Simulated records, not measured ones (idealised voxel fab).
Documented hereafter: the process module known as voxel wiring stack.
FYI the section here is cut, 290 nm wide, cells are 5 nm squares.
Heads up, the way a cross-section reads in here is a grid of square cells, handed over as bands from the top down, with every band being one or more rows of cells. Heights first: top, then bottom, in nm. Then materials, left to right, each with a width in nm. "all across" on a single material: fills the band edge to edge. "air": empty space. Beneath 0, the wafer as received is one material, and that level is where height counting begins. The lowest band goes on downward without a bottom; it is written like "top 0, no bottom". Read "30 to 40" as a graded width: first number on top, second number at the bottom, same change between each pair of neighbouring rows. "remained the same" (step): cross-section cells unchanged, all of them. The list in "Completely sealed voids" covers empty spaces of 8 cells or more that cannot reach the top through any open way, and it gives each as width x height at distance; the distance is from the left edge, and width, height and distance are in nm. On each step's line, the part that comes after the settings is the simulator's own comment on the step. overlay nm: step with mask; distance mask lay right of planned place; negative value = left of planned place. Each pair below shows a cross-section before one step and the cross-section after it, down to the lowest band that changed. The line under each pair gives the step between them, with its settings. The pairs can come from different runs of this module on the same starting wafer, so a pair continues from the pair above only where its "Before the step" says so.
[Before the step]
top 75, bottom 65 = 110 SiO2  5 TiN  10 Cu  5 TiN  25 SiO2  5 TiN  10 Cu  5 TiN  115 SiO2
top 65, bottom 60 = 110 SiO2  5 TiN  5 Cu  10 TiN  25 SiO2  20 TiN  115 SiO2
top 60, bottom 45 = 110 SiO2  5 TiN  5 Cu  5 TiN  165 SiO2
top 45, bottom 40 = 110 SiCN  15 TiN  165 SiCN
top 40, bottom 15 = 110 SiO2  5 TiN  10 Cu  5 TiN  25 SiO2  5 TiN  10 Cu  5 TiN  115 SiO2
top 15, bottom 10 = 110 SiCN  20 TiN  25 SiCN  20 TiN  115 SiCN
top 10, bottom 0 = SiO2 all across
top 0, no bottom = Si all across
Completely sealed voids: none
[Cross-Section After Step]
top 105, bottom 75 = lowk all across
No changes below 75.
Completely sealed voids: none
Formally, the process step situated between the two cross-sections above is DIRECTIONAL_DEP (material lowk; thk nm 30)
Before the step: refer to the pair immediately above; the cross-section shown after its step is the state before this one.
[Cross-Section After Step]
top 110, bottom 105 = SiCN all across
No changes below 105.
Completely sealed voids: none
Formally, the process step situated between the two cross-sections above is CONFORMAL_DEP (material SiCN; thk nm 5)
Before the step: refer to the pair immediately above; the cross-section shown after its step is the state before this one.
[Cross-Section After Step]
top 130, bottom 110 = 110 resist  15 air  30 resist  15 air  120 resist
No changes below 110.
Completely sealed voids: none
Formally, the process step situated between the two cross-sections above is PATTERN (tone open; mask id METAL_3_HOLES; material resist; width nm 15; pitch nm 45; thk nm 20; overlay nm 0)
Before the step: refer to the pair immediately above; the cross-section shown after its step is the state before this one.
[Cross-Section After Step]
top 110, bottom 105 = SiCN all across
No changes below 105.
Completely sealed voids: none
Formally, the process step situated between the two cross-sections above is STRIP (etch materials resist)
Before the step: refer to the pair immediately above; the cross-section shown after its step is the state before this one.
[Cross-Section After Step]
top 110, bottom 105 = 110 SiCN  20 air  25 SiCN  20 air  115 SiCN
No changes below 105.
Completely sealed voids: none
Formally, the process step situated between the two cross-sections above is MASKED_ETCH (tone open; mask id METAL_3; width nm 20; pitch nm 45; etch materials SiCN; depth nm 5; overlay nm 0)
Before the step: refer to the pair immediately above; the cross-section shown after its step is the state before this one.
[Cross-Section After Step]
top 115, bottom 110 = 115 TiN  10 air  35 TiN  10 air  120 TiN
top 110, bottom 105 = 110 SiCN  20 TiN  25 SiCN  20 TiN  115 SiCN
No changes below 105.
Completely sealed voids: none
Formally, the process step situated between the two cross-sections above is CONFORMAL_DEP (material TiN; thk nm 5)
Before the step: refer to the pair immediately above; the cross-section shown after its step is the state before this one.
[Cross-Section After Step]
top 120, bottom 115 = Ru all across
top 115, bottom 110 = 115 TiN  10 Ru  35 TiN  10 Ru  120 TiN
No changes below 110.
Completely sealed voids: none
Formally, the process step situated between the two cross-sections above is FILL_DEP (material Ru; thk nm 5)
Before the step: refer to the pair immediately above; the cross-section shown after its step is the state before this one.
[Cross-Section After Step]
top 110, bottom 105 = 110 SiCN  20 TiN  25 SiCN  20 TiN  115 SiCN
No changes below 105.
Completely sealed voids: none
Formally, the process step situated between the two cross-sections above is CMP (height nm 110)
Before the step: refer to the pair immediately above; the cross-section shown after its step is the state before this one.
[Cross-Section After Step]
top 115, bottom 110 = SiCN all across
No changes below 110.
Completely sealed voids: none
Formally, the process step situated between the two cross-sections above is CONFORMAL_DEP (material SiCN; thk nm 5)
Before the step: refer to the pair immediately above; the cross-section shown after its step is the state before this one.
[Cross-Section After Step]
top 150, bottom 115 = lowk all across
No changes below 115.
Completely sealed voids: none
Formally, the process step situated between the two cross-sections above is DIRECTIONAL_DEP (material lowk; thk nm 35)
Before the step: refer to the pair immediately above; the cross-section shown after its step is the state before this one.
[Cross-Section After Step]
top 160, bottom 150 = aC all across
No changes below 150.
Completely sealed voids: none
Formally, the process step situated between the two cross-sections above is DIRECTIONAL_DEP (material aC; thk nm 10)
Before the step: refer to the pair immediately above; the cross-section shown after its step is the state before this one.
[Cross-Section After Step]
top 185, bottom 160 = 110 resist  15 air  165 resist
No changes below 160.
Completely sealed voids: none
Formally, the process step situated between the two cross-sections above is PATTERN (tone open; mask id METAL_4_HOLES; material resist; width nm 15; thk nm 25; overlay nm 0)
Before the step: refer to the pair immediately above; the cross-section shown after its step is the state before this one.
[Cross-Section After Step]
top 175, bottom 160 = 110 resist  15 air  165 resist
top 160, bottom 150 = 110 aC  15 air  165 aC
No changes below 150.
Completely sealed voids: none
Formally, the process step situated between the two cross-sections above is DIRECTIONAL_ETCH (etch materials aC; depth nm 10)
Before the step: refer to the pair immediately above; the cross-section shown after its step is the state before this one.
[Cross-Section After Step]
top 160, bottom 150 = 110 aC  15 air  165 aC
No changes below 150.
Completely sealed voids: none
Formally, the process step situated between the two cross-sections above is STRIP (etch materials resist)
Before the step: refer to the pair immediately above; the cross-section shown after its step is the state before this one.
[Cross-Section After Step]
top 160, bottom 150 = 110 aC  15 air  165 aC
top 150, bottom 115 = 110 lowk  15 air  165 lowk
No changes below 115.
Completely sealed voids: none
Formally, the process step situated between the two cross-sections above is DIRECTIONAL_ETCH (etch materials lowk; depth nm 35)
Before the step: refer to the pair immediately above; the cross-section shown after its step is the state before this one.
[Cross-Section After Step]
top 150, bottom 115 = 110 lowk  15 air  165 lowk
No changes below 115.
Completely sealed voids: none
Formally, the process step situated between the two cross-sections above is STRIP (etch materials aC)
Before the step: refer to the pair immediately above; the cross-section shown after its step is the state before this one.
[Cross-Section After Step]
top 165, bottom 150 = 110 resist  20 air  25 resist  20 air  115 resist
No changes below 150.
Completely sealed voids: none
Formally, the process step situated between the two cross-sections above is PATTERN (tone open; mask id METAL_4; material resist; width nm 20; pitch nm 45; thk nm 15; overlay nm 0)
Before the step: refer to the pair immediately above; the cross-section shown after its step is the state before this one.
[Cross-Section After Step]
top 165, bottom 150 = 110 resist  20 air  25 resist  20 air  115 resist
top 150, bottom 130 = 110 lowk  20 air  25 lowk  20 air  115 lowk
No changes below 130.
Completely sealed voids: none
Formally, the process step situated between the two cross-sections above is DIRECTIONAL_ETCH (etch materials lowk; depth nm 20)
Before the step: refer to the pair immediately above; the cross-section shown after its step is the state before this one.
[Cross-Section After Step]
top 165, bottom 150 = 110 resist  20 air  25 resist  20 air  115 resist
top 150, bottom 130 = 110 lowk  20 air  25 lowk  20 air  115 lowk
top 130, bottom 115 = 110 lowk  15 air  165 lowk
top 115, bottom 110 = 110 SiCN  15 air  165 SiCN
No changes below 110.
Completely sealed voids: none
Formally, the process step situated between the two cross-sections above is DIRECTIONAL_ETCH (etch materials SiCN; depth nm 5)
Before the step: refer to the pair immediately above; the cross-section shown after its step is the state before this one.
[Cross-Section After Step]
top 150, bottom 130 = 110 lowk  20 air  25 lowk  20 air  115 lowk
No changes below 130.
Completely sealed voids: none
Formally, the process step situated between the two cross-sections above is STRIP (etch materials resist)
Before the step: refer to the pair immediately above; the cross-section shown after its step is the state before this one.
[Cross-Section After Step]
top 155, bottom 150 = 115 TiN  10 air  35 TiN  10 air  120 TiN
top 150, bottom 135 = 110 lowk  5 TiN  10 air  5 TiN  25 lowk  5 TiN  10 air  5 TiN  115 lowk
top 135, bottom 130 = 110 lowk  5 TiN  5 air  10 TiN  25 lowk  20 TiN  115 lowk
top 130, bottom 115 = 110 lowk  5 TiN  5 air  5 TiN  165 lowk
top 115, bottom 110 = 110 SiCN  15 TiN  165 SiCN
No changes below 110.
Completely sealed voids: none
Formally, the process step situated between the two cross-sections above is CONFORMAL_DEP (material TiN; thk nm 5)
Before the step: refer to the pair immediately above; the cross-section shown after its step is the state before this one.
[Cross-Section After Step]
top 165, bottom 155 = Cu all across
top 155, bottom 150 = 115 TiN  10 Cu  35 TiN  10 Cu  120 TiN
top 150, bottom 135 = 110 lowk  5 TiN  10 Cu  5 TiN  25 lowk  5 TiN  10 Cu  5 TiN  115 lowk
top 135, bottom 130 = 110 lowk  5 TiN  5 Cu  10 TiN  25 lowk  20 TiN  115 lowk
top 130, bottom 115 = 110 lowk  5 TiN  5 Cu  5 TiN  165 lowk
No changes below 115.
Completely sealed voids: none
Formally, the process step situated between the two cross-sections above is FILL_DEP (material Cu; thk nm 10)
Before the step: refer to the pair immediately above; the cross-section shown after its step is the state before this one.
[Cross-Section After Step]
top 150, bottom 135 = 110 lowk  5 TiN  10 Cu  5 TiN  25 lowk  5 TiN  10 Cu  5 TiN  115 lowk
No changes below 135.
Completely sealed voids: none
Formally, the process step situated between the two cross-sections above is CMP (height nm 150)
Before the step: refer to the pair immediately above; the cross-section shown after its step is the state before this one.
[Cross-Section After Step]
top 155, bottom 150 = SiN all across
No changes below 150.
Completely sealed voids: none
Formally, the process step situated between the two cross-sections above is CONFORMAL_DEP (material SiN; thk nm 5)
[Before the step]
top 165, bottom 150 = 110 resist  20 air  25 resist  20 air  115 resist
top 150, bottom 115 = 110 lowk  15 air  165 lowk
top 115, bottom 110 = SiCN all across
top 110, bottom 100 = 110 lowk  5 TiN  10 Ru  5 TiN  25 lowk  5 TiN  10 Ru  5 TiN  115 lowk
top 100, bottom 95 = 110 lowk  5 TiN  5 Ru  10 TiN  25 lowk  5 TiN  5 Ru  10 TiN  115 lowk
top 95, bottom 80 = 110 lowk  5 TiN  5 Ru  5 TiN  30 lowk  5 TiN  5 Ru  5 TiN  120 lowk
top 80, bottom 75 = 110 SiCN  15 TiN  30 SiCN  15 TiN  120 SiCN
top 75, bottom 65 = 110 SiO2  5 TiN  10 Cu  5 TiN  25 SiO2  5 TiN  10 Cu  5 TiN  115 SiO2
top 65, bottom 60 = 110 SiO2  5 TiN  5 Cu  10 TiN  25 SiO2  20 TiN  115 SiO2
top 60, bottom 45 = 110 SiO2  5 TiN  5 Cu  5 TiN  165 SiO2
top 45, bottom 40 = 110 SiCN  15 TiN  165 SiCN
top 40, bottom 15 = 110 SiO2  5 TiN  10 Cu  5 TiN  25 SiO2  5 TiN  10 Cu  5 TiN  115 SiO2
top 15, bottom 10 = 110 SiCN  20 TiN  25 SiCN  20 TiN  115 SiCN
top 10, bottom 0 = SiO2 all across
top 0, no bottom = Si all across
Completely sealed voids: none
[Cross-Section After Step]
top 165, bottom 150 = 110 resist  20 air  25 resist  20 air  115 resist
top 150, bottom 120 = 110 lowk  20 air  25 lowk  20 air  115 lowk
No changes below 120.
Completely sealed voids: none
Formally, the process step situated between the two cross-sections above is DIRECTIONAL_ETCH (etch materials lowk; depth nm 30)
Before the step: refer to the pair immediately above; the cross-section shown after its step is the state before this one.
[Cross-Section After Step]
top 165, bottom 150 = 110 resist  20 air  25 resist  20 air  115 resist
top 150, bottom 120 = 110 lowk  20 air  25 lowk  20 air  115 lowk
top 120, bottom 115 = 110 lowk  15 air  165 lowk
top 115, bottom 110 = 110 SiCN  15 air  165 SiCN
No changes below 110.
Completely sealed voids: none
Formally, the process step situated between the two cross-sections above is DIRECTIONAL_ETCH (etch materials SiCN; depth nm 5)
Before the step: refer to the pair immediately above; the cross-section shown after its step is the state before this one.
[Cross-Section After Step]
top 150, bottom 120 = 110 lowk  20 air  25 lowk  20 air  115 lowk
No changes below 120.
Completely sealed voids: none
Formally, the process step situated between the two cross-sections above is STRIP (etch materials resist)
Before the step: refer to the pair immediately above; the cross-section shown after its step is the state before this one.
[Cross-Section After Step]
top 155, bottom 150 = 115 TiN  10 air  35 TiN  10 air  120 TiN
top 150, bottom 125 = 110 lowk  5 TiN  10 air  5 TiN  25 lowk  5 TiN  10 air  5 TiN  115 lowk
top 125, bottom 120 = 110 lowk  5 TiN  5 air  10 TiN  25 lowk  20 TiN  115 lowk
top 120, bottom 115 = 110 lowk  5 TiN  5 air  5 TiN  165 lowk
top 115, bottom 110 = 110 SiCN  15 TiN  165 SiCN
No changes below 110.
Completely sealed voids: none
Formally, the process step situated between the two cross-sections above is CONFORMAL_DEP (material TiN; thk nm 5)
Before the step: refer to the pair immediately above; the cross-section shown after its step is the state before this one.
[Cross-Section After Step]
top 165, bottom 155 = Cu all across
top 155, bottom 150 = 115 TiN  10 Cu  35 TiN  10 Cu  120 TiN
top 150, bottom 125 = 110 lowk  5 TiN  10 Cu  5 TiN  25 lowk  5 TiN  10 Cu  5 TiN  115 lowk
top 125, bottom 120 = 110 lowk  5 TiN  5 Cu  10 TiN  25 lowk  20 TiN  115 lowk
top 120, bottom 115 = 110 lowk  5 TiN  5 Cu  5 TiN  165 lowk
No changes below 115.
Completely sealed voids: none
Formally, the process step situated between the two cross-sections above is FILL_DEP (material Cu; thk nm 10)
Before the step: refer to the pair immediately above; the cross-section shown after its step is the state before this one.
[Cross-Section After Step]
top 150, bottom 125 = 110 lowk  5 TiN  10 Cu  5 TiN  25 lowk  5 TiN  10 Cu  5 TiN  115 lowk
No changes below 125.
Completely sealed voids: none
Formally, the process step situated between the two cross-sections above is CMP (height nm 150)
Before the step: refer to the pair immediately above; the cross-section shown after its step is the state before this one.
[Cross-Section After Step]
top 155, bottom 150 = SiN all across
No changes below 150.
Completely sealed voids: none
Formally, the process step situated between the two cross-sections above is CONFORMAL_DEP (material SiN; thk nm 5)
[Before the step]
top 150, bottom 115 = 110 lowk  15 air  165 lowk
top 115, bottom 110 = SiCN all across
top 110, bottom 100 = 110 lowk  5 TiN  10 Ru  5 TiN  25 lowk  5 TiN  10 Ru  5 TiN  115 lowk
top 100, bottom 95 = 110 lowk  5 TiN  5 Ru  10 TiN  25 lowk  5 TiN  5 Ru  10 TiN  115 lowk
top 95, bottom 80 = 110 lowk  5 TiN  5 Ru  5 TiN  30 lowk  5 TiN  5 Ru  5 TiN  120 lowk
top 80, bottom 75 = 110 SiCN  15 TiN  30 SiCN  15 TiN  120 SiCN
top 75, bottom 65 = 110 SiO2  5 TiN  10 Cu  5 TiN  25 SiO2  5 TiN  10 Cu  5 TiN  115 SiO2
top 65, bottom 60 = 110 SiO2  5 TiN  5 Cu  10 TiN  25 SiO2  20 TiN  115 SiO2
top 60, bottom 45 = 110 SiO2  5 TiN  5 Cu  5 TiN  165 SiO2
top 45, bottom 40 = 110 SiCN  15 TiN  165 SiCN
top 40, bottom 15 = 110 SiO2  5 TiN  10 Cu  5 TiN  25 SiO2  5 TiN  10 Cu  5 TiN  115 SiO2
top 15, bottom 10 = 110 SiCN  20 TiN  25 SiCN  20 TiN  115 SiCN
top 10, bottom 0 = SiO2 all across
top 0, no bottom = Si all across
Completely sealed voids: none
[Cross-Section After Step]
top 165, bottom 150 = 110 resist  25 air  20 resist  25 air  110 resist
No changes below 150.
Completely sealed voids: none
Formally, the process step situated between the two cross-sections above is PATTERN (tone open; mask id METAL_4; material resist; width nm 25; pitch nm 45; thk nm 15; overlay nm 0)
Before the step: refer to the pair immediately above; the cross-section shown after its step is the state before this one.
[Cross-Section After Step]
top 165, bottom 150 = 110 resist  25 air  20 resist  25 air  110 resist
top 150, bottom 130 = 110 lowk  25 air  20 lowk  25 air  110 lowk
No changes below 130.
Completely sealed voids: none
Formally, the process step situated between the two cross-sections above is DIRECTIONAL_ETCH (etch materials lowk; depth nm 20)
Before the step: refer to the pair immediately above; the cross-section shown after its step is the state before this one.
[Cross-Section After Step]
top 165, bottom 150 = 110 resist  25 air  20 resist  25 air  110 resist
top 150, bottom 130 = 110 lowk  25 air  20 lowk  25 air  110 lowk
top 130, bottom 115 = 110 lowk  15 air  165 lowk
top 115, bottom 110 = 110 SiCN  15 air  165 SiCN
No changes below 110.
Completely sealed voids: none
Formally, the process step situated between the two cross-sections above is DIRECTIONAL_ETCH (etch materials SiCN; depth nm 5)
Before the step: refer to the pair immediately above; the cross-section shown after its step is the state before this one.
[Cross-Section After Step]
top 150, bottom 130 = 110 lowk  25 air  20 lowk  25 air  110 lowk
No changes below 130.
Completely sealed voids: none
Formally, the process step situated between the two cross-sections above is STRIP (etch materials resist)
Before the step: refer to the pair immediately above; the cross-section shown after its step is the state before this one.
[Cross-Section After Step]
top 155, bottom 150 = 115 TiN  15 air  30 TiN  15 air  115 TiN
top 150, bottom 135 = 110 lowk  5 TiN  15 air  5 TiN  20 lowk  5 TiN  15 air  5 TiN  110 lowk
top 135, bottom 130 = 110 lowk  5 TiN  5 air  15 TiN  20 lowk  25 TiN  110 lowk
top 130, bottom 115 = 110 lowk  5 TiN  5 air  5 TiN  165 lowk
top 115, bottom 110 = 110 SiCN  15 TiN  165 SiCN
No changes below 110.
Completely sealed voids: none
Formally, the process step situated between the two cross-sections above is CONFORMAL_DEP (material TiN; thk nm 5)
Before the step: refer to the pair immediately above; the cross-section shown after its step is the state before this one.
[Cross-Section After Step]
top 165, bottom 155 = Cu all across
top 155, bottom 150 = 115 TiN  15 Cu  30 TiN  15 Cu  115 TiN
top 150, bottom 135 = 110 lowk  5 TiN  15 Cu  5 TiN  20 lowk  5 TiN  15 Cu  5 TiN  110 lowk
top 135, bottom 130 = 110 lowk  5 TiN  5 Cu  15 TiN  20 lowk  25 TiN  110 lowk
top 130, bottom 115 = 110 lowk  5 TiN  5 Cu  5 TiN  165 lowk
No changes below 115.
Completely sealed voids: none
Formally, the process step situated between the two cross-sections above is FILL_DEP (material Cu; thk nm 10)
Before the step: refer to the pair immediately above; the cross-section shown after its step is the state before this one.
[Cross-Section After Step]
top 150, bottom 135 = 110 lowk  5 TiN  15 Cu  5 TiN  20 lowk  5 TiN  15 Cu  5 TiN  110 lowk
No changes below 135.
Completely sealed voids: none
Formally, the process step situated between the two cross-sections above is CMP (height nm 150)
Before the step: refer to the pair immediately above; the cross-section shown after its step is the state before this one.
[Cross-Section After Step]
top 155, bottom 150 = SiN all across
No changes below 150.
Completely sealed voids: none
Formally, the process step situated between the two cross-sections above is CONFORMAL_DEP (material SiN; thk nm 5)
[Before the step]
top 110, bottom 80 = lowk all across
top 80, bottom 75 = SiCN all across
top 75, bottom 65 = 110 SiO2  5 TiN  10 Cu  5 TiN  25 SiO2  5 TiN  10 Cu  5 TiN  115 SiO2
top 65, bottom 60 = 110 SiO2  5 TiN  5 Cu  10 TiN  25 SiO2  20 TiN  115 SiO2
top 60, bottom 45 = 110 SiO2  5 TiN  5 Cu  5 TiN  165 SiO2
top 45, bottom 40 = 110 SiCN  15 TiN  165 SiCN
top 40, bottom 15 = 110 SiO2  5 TiN  10 Cu  5 TiN  25 SiO2  5 TiN  10 Cu  5 TiN  115 SiO2
top 15, bottom 10 = 110 SiCN  20 TiN  25 SiCN  20 TiN  115 SiCN
top 10, bottom 0 = SiO2 all across
top 0, no bottom = Si all across
Completely sealed voids: none
[Cross-Section After Step]
top 130, bottom 110 = 100 resist  15 air  30 resist  15 air  130 resist
No changes below 110.
Completely sealed voids: none
Formally, the process step situated between the two cross-sections above is PATTERN (tone open; mask id METAL_3_HOLES; material resist; width nm 15; pitch nm 45; thk nm 20; overlay nm -10)
Before the step: refer to the pair immediately above; the cross-section shown after its step is the state before this one.
[Cross-Section After Step]
top 130, bottom 110 = 100 resist  15 air  30 resist  15 air  130 resist
top 110, bottom 80 = 100 lowk  15 air  30 lowk  15 air  130 lowk
No changes below 80.
Completely sealed voids: none
Formally, the process step situated between the two cross-sections above is DIRECTIONAL_ETCH (etch materials lowk; depth nm 30)
Before the step: refer to the pair immediately above; the cross-section shown after its step is the state before this one.
[Cross-Section After Step]
top 110, bottom 80 = 100 lowk  15 air  30 lowk  15 air  130 lowk
No changes below 80.
Completely sealed voids: none
Formally, the process step situated between the two cross-sections above is STRIP (etch materials resist)
Before the step: refer to the pair immediately above; the cross-section shown after its step is the state before this one.
[Cross-Section After Step]
top 110, bottom 95 = 100 lowk  30 air  15 lowk  30 air  115 lowk
No changes below 95.
Completely sealed voids: none
Formally, the process step situated between the two cross-sections above is MASKED_ETCH (tone open; mask id METAL_3; width nm 20; pitch nm 45; etch materials lowk; depth nm 15; overlay nm 0)
Before the step: refer to the pair immediately above; the cross-section shown after its step is the state before this one.
[Cross-Section After Step]
top 110, bottom 95 = 100 lowk  30 air  15 lowk  30 air  115 lowk
top 95, bottom 80 = 100 lowk  15 air  30 lowk  15 air  130 lowk
top 80, bottom 75 = 110 SiCN  5 air  40 SiCN  5 air  130 SiCN
No changes below 75.
Completely sealed voids: none
Formally, the process step situated between the two cross-sections above is MASKED_ETCH (tone open; mask id METAL_3; width nm 20; pitch nm 45; etch materials SiCN; depth nm 5; overlay nm 0)
Before the step: refer to the pair immediately above; the cross-section shown after its step is the state before this one.
[Cross-Section After Step]
top 115, bottom 110 = 105 TiN  20 air  25 TiN  20 air  120 TiN
top 110, bottom 100 = 100 lowk  5 TiN  20 air  5 TiN  15 lowk  5 TiN  20 air  5 TiN  115 lowk
top 100, bottom 95 = 100 lowk  5 TiN  5 air  20 TiN  15 lowk  5 TiN  5 air  20 TiN  115 lowk
top 95, bottom 85 = 100 lowk  5 TiN  5 air  5 TiN  30 lowk  5 TiN  5 air  5 TiN  130 lowk
top 85, bottom 80 = 100 lowk  15 TiN  30 lowk  15 TiN  130 lowk
top 80, bottom 75 = 110 SiCN  5 TiN  40 SiCN  5 TiN  130 SiCN
No changes below 75.
Completely sealed voids: none
Formally, the process step situated between the two cross-sections above is CONFORMAL_DEP (material TiN; thk nm 5)
Before the step: refer to the pair immediately above; the cross-section shown after its step is the state before this one.
[Cross-Section After Step]
top 120, bottom 115 = Ru all across
top 115, bottom 110 = 105 TiN  20 Ru  25 TiN  20 Ru  120 TiN
top 110, bottom 100 = 100 lowk  5 TiN  20 Ru  5 TiN  15 lowk  5 TiN  20 Ru  5 TiN  115 lowk
top 100, bottom 95 = 100 lowk  5 TiN  5 Ru  20 TiN  15 lowk  5 TiN  5 Ru  20 TiN  115 lowk
top 95, bottom 85 = 100 lowk  5 TiN  5 Ru  5 TiN  30 lowk  5 TiN  5 Ru  5 TiN  130 lowk
No changes below 85.
Completely sealed voids: none
Formally, the process step situated between the two cross-sections above is FILL_DEP (material Ru; thk nm 5)
Before the step: refer to the pair immediately above; the cross-section shown after its step is the state before this one.
[Cross-Section After Step]
top 110, bottom 100 = 100 lowk  5 TiN  20 Ru  5 TiN  15 lowk  5 TiN  20 Ru  5 TiN  115 lowk
No changes below 100.
Completely sealed voids: none
Formally, the process step situated between the two cross-sections above is CMP (height nm 110)
Before the step: refer to the pair immediately above; the cross-section shown after its step is the state before this one.
[Cross-Section After Step]
top 115, bottom 110 = SiCN all across
No changes below 110.
Completely sealed voids: none
Formally, the process step situated between the two cross-sections above is CONFORMAL_DEP (material SiCN; thk nm 5)
Before the step: refer to the pair immediately above; the cross-section shown after its step is the state before this one.
[Cross-Section After Step]
top 150, bottom 115 = lowk all across
No changes below 115.
Completely sealed voids: none
Formally, the process step situated between the two cross-sections above is DIRECTIONAL_DEP (material lowk; thk nm 35)
Before the step: refer to the pair immediately above; the cross-section shown after its step is the state before this one.
[Cross-Section After Step]
top 160, bottom 150 = aC all across
No changes below 150.
Completely sealed voids: none
Formally, the process step situated between the two cross-sections above is DIRECTIONAL_DEP (material aC; thk nm 10)
Before the step: refer to the pair immediately above; the cross-section shown after its step is the state before this one.
[Cross-Section After Step]
top 185, bottom 160 = 110 resist  15 air  165 resist
No changes below 160.
Completely sealed voids: none
Formally, the process step situated between the two cross-sections above is PATTERN (tone open; mask id METAL_4_HOLES; material resist; width nm 15; thk nm 25; overlay nm 0)
Before the step: refer to the pair immediately above; the cross-section shown after its step is the state before this one.
[Cross-Section After Step]
top 175, bottom 160 = 110 resist  15 air  165 resist
top 160, bottom 150 = 110 aC  15 air  165 aC
No changes below 150.
Completely sealed voids: none
Formally, the process step situated between the two cross-sections above is DIRECTIONAL_ETCH (etch materials aC; depth nm 10)
Before the step: refer to the pair immediately above; the cross-section shown after its step is the state before this one.
[Cross-Section After Step]
top 160, bottom 150 = 110 aC  15 air  165 aC
No changes below 150.
Completely sealed voids: none
Formally, the process step situated between the two cross-sections above is STRIP (etch materials resist)
Before the step: refer to the pair immediately above; the cross-section shown after its step is the state before this one.
[Cross-Section After Step]
top 160, bottom 150 = 110 aC  15 air  165 aC
top 150, bottom 115 = 110 lowk  15 air  165 lowk
No changes below 115.
Completely sealed voids: none
Formally, the process step situated between the two cross-sections above is DIRECTIONAL_ETCH (etch materials lowk; depth nm 35)
Before the step: refer to the pair immediately above; the cross-section shown after its step is the state before this one.
[Cross-Section After Step]
top 150, bottom 115 = 110 lowk  15 air  165 lowk
No changes below 115.
Completely sealed voids: none
Formally, the process step situated between the two cross-sections above is STRIP (etch materials aC)
Before the step: refer to the pair immediately above; the cross-section shown after its step is the state before this one.
[Cross-Section After Step]
top 165, bottom 150 = 110 resist  20 air  25 resist  20 air  115 resist
No changes below 150.
Completely sealed voids: none
Formally, the process step situated between the two cross-sections above is PATTERN (tone open; mask id METAL_4; material resist; width nm 20; pitch nm 45; thk nm 15; overlay nm 0)
Before the step: refer to the pair immediately above; the cross-section shown after its step is the state before this one.
[Cross-Section After Step]
top 165, bottom 150 = 110 resist  20 air  25 resist  20 air  115 resist
top 150, bottom 130 = 110 lowk  20 air  25 lowk  20 air  115 lowk
No changes below 130.
Completely sealed voids: none
Formally, the process step situated between the two cross-sections above is DIRECTIONAL_ETCH (etch materials lowk; depth nm 20)
Before the step: refer to the pair immediately above; the cross-section shown after its step is the state before this one.
[Cross-Section After Step]
top 165, bottom 150 = 110 resist  20 air  25 resist  20 air  115 resist
top 150, bottom 130 = 110 lowk  20 air  25 lowk  20 air  115 lowk
top 130, bottom 115 = 110 lowk  15 air  165 lowk
top 115, bottom 110 = 110 SiCN  15 air  165 SiCN
No changes below 110.
Completely sealed voids: none
Formally, the process step situated between the two cross-sections above is DIRECTIONAL_ETCH (etch materials SiCN; depth nm 5)
Before the step: refer to the pair immediately above; the cross-section shown after its step is the state before this one.
[Cross-Section After Step]
top 150, bottom 130 = 110 lowk  20 air  25 lowk  20 air  115 lowk
No changes below 130.
Completely sealed voids: none
Formally, the process step situated between the two cross-sections above is STRIP (etch materials resist)
Before the step: refer to the pair immediately above; the cross-section shown after its step is the state before this one.
[Cross-Section After Step]
top 155, bottom 150 = 115 TiN  10 air  35 TiN  10 air  120 TiN
top 150, bottom 135 = 110 lowk  5 TiN  10 air  5 TiN  25 lowk  5 TiN  10 air  5 TiN  115 lowk
top 135, bottom 130 = 110 lowk  5 TiN  5 air  10 TiN  25 lowk  20 TiN  115 lowk
top 130, bottom 115 = 110 lowk  5 TiN  5 air  5 TiN  165 lowk
top 115, bottom 110 = 110 SiCN  15 TiN  165 SiCN
No changes below 110.
Completely sealed voids: none
Formally, the process step situated between the two cross-sections above is CONFORMAL_DEP (material TiN; thk nm 5)
Before the step: refer to the pair immediately above; the cross-section shown after its step is the state before this one.
[Cross-Section After Step]
top 165, bottom 155 = Cu all across
top 155, bottom 150 = 115 TiN  10 Cu  35 TiN  10 Cu  120 TiN
top 150, bottom 135 = 110 lowk  5 TiN  10 Cu  5 TiN  25 lowk  5 TiN  10 Cu  5 TiN  115 lowk
top 135, bottom 130 = 110 lowk  5 TiN  5 Cu  10 TiN  25 lowk  20 TiN  115 lowk
top 130, bottom 115 = 110 lowk  5 TiN  5 Cu  5 TiN  165 lowk
No changes below 115.
Completely sealed voids: none
Formally, the process step situated between the two cross-sections above is FILL_DEP (material Cu; thk nm 10)
Before the step: refer to the pair immediately above; the cross-section shown after its step is the state before this one.
[Cross-Section After Step]
top 150, bottom 135 = 110 lowk  5 TiN  10 Cu  5 TiN  25 lowk  5 TiN  10 Cu  5 TiN  115 lowk
No changes below 135.
Completely sealed voids: none
Formally, the process step situated between the two cross-sections above is CMP (height nm 150)
Before the step: refer to the pair immediately above; the cross-section shown after its step is the state before this one.
[Cross-Section After Step]
top 155, bottom 150 = SiN all across
No changes below 150.
Completely sealed voids: none
Formally, the process step situated between the two cross-sections above is CONFORMAL_DEP (material SiN; thk nm 5)
[Before the step]
top 75, bottom 60 = 110 SiO2  20 air  25 SiO2  20 air  115 SiO2
top 60, bottom 45 = 110 SiO2  15 air  165 SiO2
top 45, bottom 40 = 110 SiCN  15 air  165 SiCN
top 40, bottom 15 = 110 SiO2  5 TiN  10 Cu  5 TiN  25 SiO2  5 TiN  10 Cu  5 TiN  115 SiO2
top 15, bottom 10 = 110 SiCN  20 TiN  25 SiCN  20 TiN  115 SiCN
top 10, bottom 0 = SiO2 all across
top 0, no bottom = Si all across
Completely sealed voids: none
[Cross-Section After Step]
top 80, bottom 65 = 115 SiO2  10 air  35 SiO2  10 air  120 SiO2
top 65, bottom 45 = 115 SiO2  5 air  170 SiO2
top 45, bottom 40 = 110 SiCN  15 SiO2  165 SiCN
No changes below 40.
Completely sealed voids: none
Formally, the process step situated between the two cross-sections above is CONFORMAL_DEP (material SiO2; thk nm 5)
Before the step: refer to the pair immediately above; the cross-section shown after its step is the state before this one.
[Cross-Section After Step]
top 85, bottom 80 = Cu all across
top 80, bottom 65 = 115 SiO2  10 Cu  35 SiO2  10 Cu  120 SiO2
top 65, bottom 45 = 115 SiO2  5 Cu  170 SiO2
No changes below 45.
Completely sealed voids: none
Formally, the process step situated between the two cross-sections above is FILL_DEP (material Cu; thk nm 5)
Before the step: refer to the pair immediately above; the cross-section shown after its step is the state before this one.
[Cross-Section After Step]
top 75, bottom 65 = 115 SiO2  10 Cu  35 SiO2  10 Cu  120 SiO2
No changes below 65.
Completely sealed voids: none
Formally, the process step situated between the two cross-sections above is CMP (height nm 75)
